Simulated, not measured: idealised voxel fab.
process module | voxel air gaps
cross-section cut | 205 nm wide | cells 5 nm
A cross-section is a grid of square cells, given in bands from the top down. A band is one or more rows of cells.
Each band's line starts with the height of the band's top and of its bottom, in nm. Then come its materials from left to right, each with its width in nm. One material with "throughout" fills the band from edge to edge. "air" is empty space.
Height 0 is the level under which the wafer as received is all one material. The lowest band goes on downwards, as in "0 down".
A width such as "30 to 40" changes by the same amount from each row of cells to the next, from the band's top row to its bottom row.
"no change" after a step means that no cell of the cross-section changed.
closed voids: empty space of 8 cells or more with no open way to the top, each as width x height at its distance from the left edge, in nm
after a step's settings: what the simulator itself notes on the step
overlay nm, on a step with a mask: how far to the right of its planned place the mask lay; to the left if negative
plan
1 op RECEIVE | material Si
2 op CONFORMAL_DEP | material SiO2 | thk nm 10
3 op CONFORMAL_DEP | material SiCN | thk nm 5
4 op DIRECTIONAL_DEP | material SiO2 | thk nm 30
5 op PATTERN | tone open | mask id LINES | material resist | width nm 20 | pitch nm 45 | thk nm 20 | overlay nm 0
6 op DIRECTIONAL_ETCH | etch materials SiO2 | depth nm 30
7 op STRIP | etch materials resist
8 op CONFORMAL_DEP | material TiN | thk nm 5
9 op FILL_DEP | material Cu | thk nm 10
10 op CMP | height nm 45
11 op EPI | material Ru | thk nm 10
12 op SELECTIVE_ETCH | etch materials SiO2 | depth nm 40
13 op CONFORMAL_DEP | material SiCN | thk nm 5
first wafer, as planned
as received, after step 1
  0 down: Si throughout
  closed voids: none
after step 2
  10 to 0: SiO2 throughout
  below 0: unchanged
after step 3
  15 to 10: SiCN throughout
  below 10: unchanged
after step 4
  45 to 15: SiO2 throughout
  below 15: unchanged
after step 5
  65 to 45: resist 45 | air 20 | resist 25 | air 20 | resist 25 | air 20 | resist 50
  below 45: unchanged
after step 6
  65 to 45: resist 45 | air 20 | resist 25 | air 20 | resist 25 | air 20 | resist 50
  45 to 15: SiO2 45 | air 20 | SiO2 25 | air 20 | SiO2 25 | air 20 | SiO2 50
  below 15: unchanged
after step 7
  45 to 15: SiO2 45 | air 20 | SiO2 25 | air 20 | SiO2 25 | air 20 | SiO2 50
  below 15: unchanged
after step 8
  50 to 45: TiN 50 | air 10 | TiN 35 | air 10 | TiN 35 | air 10 | TiN 55
  45 to 20: SiO2 45 | TiN 5 | air 10 | TiN 5 | SiO2 25 | TiN 5 | air 10 | TiN 5 | SiO2 25 | TiN 5 | air 10 | TiN 5 | SiO2 50
  20 to 15: SiO2 45 | TiN 20 | SiO2 25 | TiN 20 | SiO2 25 | TiN 20 | SiO2 50
  below 15: unchanged
after step 9
  60 to 50: Cu throughout
  50 to 45: TiN 50 | Cu 10 | TiN 35 | Cu 10 | TiN 35 | Cu 10 | TiN 55
  45 to 20: SiO2 45 | TiN 5 | Cu 10 | TiN 5 | SiO2 25 | TiN 5 | Cu 10 | TiN 5 | SiO2 25 | TiN 5 | Cu 10 | TiN 5 | SiO2 50
  below 20: unchanged
after step 10
  45 to 20: SiO2 45 | TiN 5 | Cu 10 | TiN 5 | SiO2 25 | TiN 5 | Cu 10 | TiN 5 | SiO2 25 | TiN 5 | Cu 10 | TiN 5 | SiO2 50
  below 20: unchanged
after step 11
  55 to 45: air 35 | Ru 40 | air 5 | Ru 40 | air 5 | Ru 40 | air 40
  below 45: unchanged
after step 12
  55 to 45: air 35 | Ru 40 | air 5 | Ru 40 | air 5 | Ru 40 | air 40
  45 to 20: air 45 | TiN 5 | Cu 10 | TiN 5 | air 25 | TiN 5 | Cu 10 | TiN 5 | air 25 | TiN 5 | Cu 10 | TiN 5 | air 50
  20 to 15: air 45 | TiN 20 | air 25 | TiN 20 | air 25 | TiN 20 | air 50
  below 15: unchanged
after step 13
  60 to 55: air 30 | SiCN 140 | air 35
  55 to 45: air 30 | SiCN 5 | Ru 40 | SiCN 5 | Ru 40 | SiCN 5 | Ru 40 | SiCN 5 | air 35
  45 to 40: air 30 | SiCN 15 | TiN 5 | Cu 10 | TiN 5 | SiCN 25 | TiN 5 | Cu 10 | TiN 5 | SiCN 25 | TiN 5 | Cu 10 | TiN 5 | SiCN 15 | air 35
  40 to 20: air 40 | SiCN 5 | TiN 5 | Cu 10 | TiN 5 | SiCN 5 | air 15 | SiCN 5 | TiN 5 | Cu 10 | TiN 5 | SiCN 5 | air 15 | SiCN 5 | TiN 5 | Cu 10 | TiN 5 | SiCN 5 | air 45
  20 to 15: SiCN 45 | TiN 20 | SiCN 25 | TiN 20 | SiCN 25 | TiN 20 | SiCN 50
  below 15: unchanged
  closed voids: 15 x 20 at 70; 15 x 20 at 115
second wafer: like start, like plan, one mistake. Through step 10 it matches the first wafer
when step 11 should have ended
  45 to 20: air 45 | TiN 5 | Cu 10 | TiN 5 | air 25 | TiN 5 | Cu 10 | TiN 5 | air 25 | TiN 5 | Cu 10 | TiN 5 | air 50
  20 to 15: air 45 | TiN 20 | air 25 | TiN 20 | air 25 | TiN 20 | air 50
  below 15: unchanged
when step 12 should have ended
  55 to 45: air 35 | Ru 40 | air 5 | Ru 40 | air 5 | Ru 40 | air 40
  45 to 20: air 35 | Ru 10 | TiN 5 | Cu 10 | TiN 5 | Ru 10 | air 5 | Ru 10 | TiN 5 | Cu 10 | TiN 5 | Ru 10 | air 5 | Ru 10 | TiN 5 | Cu 10 | TiN 5 | Ru 10 | air 40
  20 to 15: air 35 | Ru 10 | TiN 20 | Ru 10 | air 5 | Ru 10 | TiN 20 | Ru 10 | air 5 | Ru 10 | TiN 20 | Ru 10 | air 40
  below 15: unchanged
when step 13 should have ended
  60 to 55: air 30 | SiCN 140 | air 35
  55 to 45: air 30 | SiCN 5 | Ru 40 | SiCN 5 | Ru 40 | SiCN 5 | Ru 40 | SiCN 5 | air 35
  45 to 20: air 30 | SiCN 5 | Ru 10 | TiN 5 | Cu 10 | TiN 5 | Ru 10 | SiCN 5 | Ru 10 | TiN 5 | Cu 10 | TiN 5 | Ru 10 | SiCN 5 | Ru 10 | TiN 5 | Cu 10 | TiN 5 | Ru 10 | SiCN 5 | air 35
  20 to 15: SiCN 35 | Ru 10 | TiN 20 | Ru 10 | SiCN 5 | Ru 10 | TiN 20 | Ru 10 | SiCN 5 | Ru 10 | TiN 20 | Ru 10 | SiCN 40
  below 15: unchanged
what went wrong: steps 11 and 12 were swapped
at the end the second wafer has, in cells: 72 more of Ru | 32 fewer of SiCN
closed voids at the end (first wafer, second wafer): 2, 0
